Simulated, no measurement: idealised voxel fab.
Module name: voxel transistor to metal (process module)
We display cut, a cross-section 195 nm in width whose square cells are each 5 nm.
A cross-section in this document is a grid of square cells, and it is written down as bands, the top band listed before the ones below it; a band is made up of one or more rows of cells.
The band entry comprises the height of the band's top followed by the height of its bottom, expressed in nm, and subsequently the band's materials from left to right, each stated together with its width in nm. Where a single material is marked with the word "everywhere", that material fills the band from edge to edge. The word "empty" represents empty space.
Heights are measured from 0, the level below which the as-received wafer is all one material; the lowest band has no bottom and continues downward, written as in "0..down".
You'd read "30->40" like this: the band's top row of cells is as wide as the first number, its bottom row is as wide as the second, and going down, every row changes width by the same amount as the row before did.
Where the words "identical to before" appear for a step, the cross-section shows no cell changed by that step; every cell remained as before.
Basically, "Unvented internal voids" tells you about the enclosed voids: empty spaces with no open way to the top, 8 cells or bigger, each written width x height at distance, where distance is from the left edge, all in nm.
That trailing text on a step's line, after the settings, is the simulator's own remark on the step.
overlay nm: right-of-plan distance of the mask on a masked step; negative values mean left-of-plan.

-- The process steps that were planned are listed below
step 1: RECEIVE, material Si
step 2: CONFORMAL_DEP, material SiO2, thk nm 5
step 3: CONFORMAL_DEP, material SiN, thk nm 15
step 4: DIRECTIONAL_DEP, material aC, thk nm 15
step 5: PATTERN, tone cover, mask id ACTIVE, material resist, width nm 95, thk nm 30, overlay nm 0
step 6: DIRECTIONAL_ETCH, etch materials aC, depth nm 15
step 7: STRIP, etch materials resist
step 8: DIRECTIONAL_ETCH, etch materials SiN, depth nm 15
step 9: DIRECTIONAL_ETCH, etch materials SiO2, depth nm 5
step 10: DIRECTIONAL_ETCH, etch materials Si, depth nm 25
step 11: STRIP, etch materials aC
step 12: OXIDIZE, depth nm 5
step 13: FILL_DEP, material SiO2, thk nm 10
step 14: CMP, height nm 20
step 15: SELECTIVE_ETCH, etch materials SiO2, depth nm 15
step 16: STRIP, etch materials SiN
step 17: SELECTIVE_ETCH, etch materials SiO2, depth nm 5
step 18: OXIDIZE, depth nm 5
step 19: DIRECTIONAL_DEP, material polySi, thk nm 30
step 20: DIRECTIONAL_DEP, material SiCN, thk nm 10
step 21: MASKED_ETCH, tone cover, mask id GATE, width nm 25, etch materials SiCN, depth nm 20, overlay nm 0
step 22: MASKED_ETCH, tone cover, mask id GATE, width nm 15, etch materials polySi, depth nm 40, overlay nm 0
step 23: CONFORMAL_DEP, material SiO2, thk nm 5
step 24: DIRECTIONAL_ETCH, etch materials SiO2, depth nm 5
step 25: CONFORMAL_DEP, material SiN, thk nm 10
step 26: DIRECTIONAL_ETCH, etch materials SiN, depth nm 10
step 27: DIRECTIONAL_ETCH, etch materials SiO2, depth nm 5
step 28: DIRECTIONAL_ETCH, etch materials Si, depth nm 10
step 29: EPI, material SiGe, thk nm 10
step 30: FILL_DEP, material SiO2, thk nm 5
step 31: CMP, height nm 40
step 32: DIRECTIONAL_DEP, material SiO2, thk nm 15
step 33: DIRECTIONAL_DEP, material aC, thk nm 10
step 34: PATTERN, tone open, mask id CONTACT, material resist, width nm 15, pitch nm 70, thk nm 25, overlay nm 0
step 35: DIRECTIONAL_ETCH, etch materials aC, depth nm 10
step 36: STRIP, etch materials resist
step 37: DIRECTIONAL_ETCH, etch materials SiO2, depth nm 60
step 38: STRIP, etch materials aC
step 39: CONFORMAL_DEP, material TiN, thk nm 5
step 40: FILL_DEP, material Ru, thk nm 5
step 41: CMP, height nm 55
step 42: CONFORMAL_DEP, material SiN, thk nm 5
step 43: DIRECTIONAL_DEP, material lowk, thk nm 20
step 44: PATTERN, tone open, mask id METAL_1, material resist, width nm 15, pitch nm 70, thk nm 20, overlay nm 0
step 45: DIRECTIONAL_ETCH, etch materials lowk, depth nm 20
step 46: DIRECTIONAL_ETCH, etch materials SiN, depth nm 5
step 47: STRIP, etch materials resist
step 48: CONFORMAL_DEP, material TiN, thk nm 5
step 49: FILL_DEP, material W, thk nm 10
step 50: CMP, height nm 80
step 51: CONFORMAL_DEP, material SiCN, thk nm 5
step 52: DIRECTIONAL_DEP, material lowk, thk nm 35
step 53: PATTERN, tone open, mask id METAL_2, material resist, width nm 15, pitch nm 70, thk nm 15, overlay nm 0
step 54: DIRECTIONAL_ETCH, etch materials lowk, depth nm 20
step 55: STRIP, etch materials resist
step 56: PATTERN, tone open, mask id METAL_2_HOLES, material resist, width nm 15, pitch nm 70, thk nm 20, overlay nm 0
step 57: DIRECTIONAL_ETCH, etch materials lowk, depth nm 15
step 58: DIRECTIONAL_ETCH, etch materials SiCN, depth nm 5
step 59: STRIP, etch materials resist
step 60: CONFORMAL_DEP, material TiN, thk nm 5
step 61: FILL_DEP, material Cu, thk nm 5
step 62: CMP, height nm 120
step 63: CONFORMAL_DEP, material SiCN, thk nm 5
All wafers enter the flow in the same state. The width nm at step 22 differs from wafer to wafer, and the plan gives the value for the first wafer.

-- Here's the first of the wafers in cross-section, just as we got it, i.e. after step 1
    0..down  Si everywhere
    Unvented internal voids: none

-- Below is a per-wafer table. In it, each row describes the wafer at the end of the module by giving, for each material, the number of cells gained (+) or lost (-) since the wafer was received, and after that the closed voids of the wafer
width nm 15, +14 Cu, +18 Ru, -161 Si, +82 SiCN, +20 SiGe, +65 SiN, +434 SiO2, +102 TiN, +8 W, +363 lowk, +30 polySi, Unvented internal voids: none
width nm 20, +14 Cu, +18 Ru, -161 Si, +82 SiCN, +20 SiGe, +65 SiN, +434 SiO2, +102 TiN, +8 W, +363 lowk, +30 polySi, Unvented internal voids: none
width nm 25, +14 Cu, +18 Ru, -161 Si, +82 SiCN, +20 SiGe, +65 SiN, +434 SiO2, +102 TiN, +8 W, +363 lowk, +30 polySi, Unvented internal voids: none
width nm 30, +14 Cu, +13 Ru, -159 Si, +82 SiCN, +18 SiGe, +65 SiN, +435 SiO2, +100 TiN, +8 W, +363 lowk, +36 polySi, Unvented internal voids: none
width nm 35, +14 Cu, +8 Ru, -157 Si, +82 SiCN, +16 SiGe, +65 SiN, +436 SiO2, +98 TiN, +8 W, +363 lowk, +42 polySi, Unvented internal voids: none
width nm 40, +14 Cu, +8 Ru, -155 Si, +82 SiCN, +14 SiGe, +65 SiN, +435 SiO2, +93 TiN, +8 W, +363 lowk, +48 polySi, Unvented internal voids: none
